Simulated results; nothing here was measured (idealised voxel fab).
process module | voxel transistor to metal
cross-section cut | 295 nm wide | cells 5 nm
A cross-section is a grid of square cells, given in bands from the top down. A band is one or more rows of cells.
Each band's line starts with the height of the band's top and of its bottom, in nm. Then come its materials from left to right, each with its width in nm. One material with "throughout" fills the band from edge to edge. "air" is empty space.
Height 0 is the level under which the wafer as received is all one material. The lowest band goes on downwards, as in "0 down".
A width such as "30 to 40" changes by the same amount from each row of cells to the next, from the band's top row to its bottom row.
"no change" after a step means that no cell of the cross-section changed.
closed voids: empty space of 8 cells or more with no open way to the top, each as width x height at its distance from the left edge, in nm
after a step's settings: what the simulator itself notes on the step
overlay nm, on a step with a mask: how far to the right of its planned place the mask lay; to the left if negative
plan
1 op RECEIVE | material Si
2 op CONFORMAL_DEP | material SiO2 | thk nm 5
3 op CONFORMAL_DEP | material SiN | thk nm 10
4 op MASKED_ETCH | tone cover | mask id ACTIVE | width nm 115 | pitch nm 145 | etch materials SiN | depth nm 10 | overlay nm 0
5 op MASKED_ETCH | tone cover | mask id ACTIVE | width nm 115 | pitch nm 145 | etch materials SiO2 | depth nm 5 | overlay nm 0
6 op MASKED_ETCH | tone cover | mask id ACTIVE | width nm 115 | pitch nm 145 | etch materials Si | depth nm 30 | overlay nm 0
7 op OXIDIZE | depth nm 5
8 op FILL_DEP | material SiO2 | thk nm 5
9 op CMP | height nm 15
10 op SELECTIVE_ETCH | etch materials SiO2 | depth nm 10
11 op STRIP | etch materials SiN
12 op SELECTIVE_ETCH | etch materials SiO2 | depth nm 5
13 op OXIDIZE | depth nm 5
14 op DIRECTIONAL_DEP | material polySi | thk nm 25
15 op DIRECTIONAL_DEP | material SiCN | thk nm 15
16 op PATTERN | tone cover | mask id GATE | material resist | width nm 35 | pitch nm 145 | thk nm 15 | overlay nm 0
17 op DIRECTIONAL_ETCH | etch materials SiCN | depth nm 25
18 op DIRECTIONAL_ETCH | etch materials polySi | depth nm 35
19 op STRIP | etch materials resist
20 op CONFORMAL_DEP | material SiO2 | thk nm 5
21 op DIRECTIONAL_ETCH | etch materials SiO2 | depth nm 5
22 op CONFORMAL_DEP | material SiN | thk nm 5
23 op DIRECTIONAL_ETCH | etch materials SiN | depth nm 5
24 op DIRECTIONAL_ETCH | etch materials SiO2 | depth nm 5
25 op EPI | material pSi | thk nm 5
26 op FILL_DEP | material SiO2 | thk nm 10
27 op CMP | height nm 25
28 op STRIP | etch materials polySi
29 op SELECTIVE_ETCH | etch materials SiO2 | depth nm 5
30 op CONFORMAL_DEP | material HfO2 | thk nm 5
31 op CONFORMAL_DEP | material TiN | thk nm 5
32 op FILL_DEP | material W | thk nm 10
33 op CMP | height nm 20
34 op DIRECTIONAL_DEP | material SiO2 | thk nm 15
35 op PATTERN | tone open | mask id CONTACT | material resist | width nm 15 | thk nm 15 | overlay nm 0
36 op DIRECTIONAL_ETCH | etch materials SiO2 | depth nm 35
37 op STRIP | etch materials resist
38 op CONFORMAL_DEP | material TiN | thk nm 5
39 op FILL_DEP | material W | thk nm 5
40 op CMP | height nm 35
41 op CONFORMAL_DEP | material SiN | thk nm 5
42 op DIRECTIONAL_DEP | material lowk | thk nm 15
43 op MASKED_ETCH | tone open | mask id METAL_1 | width nm 15 | etch materials lowk | depth nm 15 | overlay nm 0
44 op MASKED_ETCH | tone open | mask id METAL_1 | width nm 15 | etch materials SiN | depth nm 5 | overlay nm 0
45 op CONFORMAL_DEP | material TiN | thk nm 5
46 op FILL_DEP | material Ru | thk nm 5
47 op CMP | height nm 55
48 op EPI | material Ru | thk nm 5
49 op FILL_DEP | material SiCN | thk nm 5
50 op DIRECTIONAL_DEP | material SiO2 | thk nm 35
51 op MASKED_ETCH | tone open | mask id METAL_2 | width nm 15 | pitch nm 145 | etch materials SiO2 | depth nm 20 | overlay nm 0
52 op PATTERN | tone open | mask id METAL_2_HOLES | material resist | width nm 15 | pitch nm 145 | thk nm 15 | overlay nm 0
53 op DIRECTIONAL_ETCH | etch materials SiO2 | depth nm 15
54 op DIRECTIONAL_ETCH | etch materials SiCN | depth nm 5
55 op STRIP | etch materials resist
56 op CONFORMAL_DEP | material TiN | thk nm 5
57 op FILL_DEP | material Cu | thk nm 10
58 op CMP | height nm 100
59 op CONFORMAL_DEP | material SiCN | thk nm 5
as received, after step 1
  0 down: Si throughout
  closed voids: none
a wafer at the end: this start, this plan, one mistake
  105 to 100: SiCN throughout
  100 to 65: SiO2 throughout
  65 to 60: SiCN throughout
  60 to 55: SiCN 15 | Ru 25 | SiCN 65 | Ru 25 | SiCN 30 | Ru 25 | SiCN 65 | Ru 25 | SiCN 20
  55 to 40: lowk 20 | TiN 5 | Ru 5 | TiN 5 | lowk 75 | TiN 5 | Ru 5 | TiN 5 | lowk 40 | TiN 5 | Ru 5 | TiN 5 | lowk 75 | TiN 5 | Ru 5 | TiN 5 | lowk 25
  40 to 35: SiN 20 | TiN 15 | SiN 75 | TiN 15 | SiN 40 | TiN 15 | SiN 75 | TiN 15 | SiN 25
  35 to 20: SiO2 20 | TiN 5 | W 5 | TiN 5 | SiO2 75 | TiN 5 | W 5 | TiN 5 | SiO2 40 | TiN 5 | W 5 | TiN 5 | SiO2 75 | TiN 5 | W 5 | TiN 5 | SiO2 25
  20 to 5: SiO2 20 | TiN 5 | W 5 | TiN 5 | SiO2 10 | SiN 5 | HfO2 5 | TiN 5 | W 25 | TiN 5 | HfO2 5 | SiN 5 | SiO2 10 | TiN 5 | W 5 | TiN 5 | SiO2 40 | TiN 5 | W 5 | TiN 5 | SiO2 10 | SiN 5 | HfO2 5 | TiN 5 | W 25 | TiN 5 | HfO2 5 | SiN 5 | SiO2 10 | TiN 5 | W 5 | TiN 5 | SiO2 25
  5 to 0: SiO2 20 | TiN 15 | SiO2 10 | SiN 5 | HfO2 5 | TiN 35 | HfO2 5 | SiN 5 | SiO2 10 | TiN 15 | SiO2 40 | TiN 15 | SiO2 10 | SiN 5 | HfO2 5 | TiN 35 | HfO2 5 | SiN 5 | SiO2 10 | TiN 15 | SiO2 25
  0 to -5: SiO2 15 | pSi 30 | SiO2 5 | HfO2 45 | SiO2 5 | pSi 30 | SiO2 30 | pSi 30 | SiO2 5 | HfO2 45 | SiO2 5 | pSi 30 | SiO2 20
  -5 to -35: SiO2 20 | Si 105 | SiO2 40 | Si 105 | SiO2 25
  -35 down: Si throughout
  closed voids: none
what went wrong: step 50 was run twice
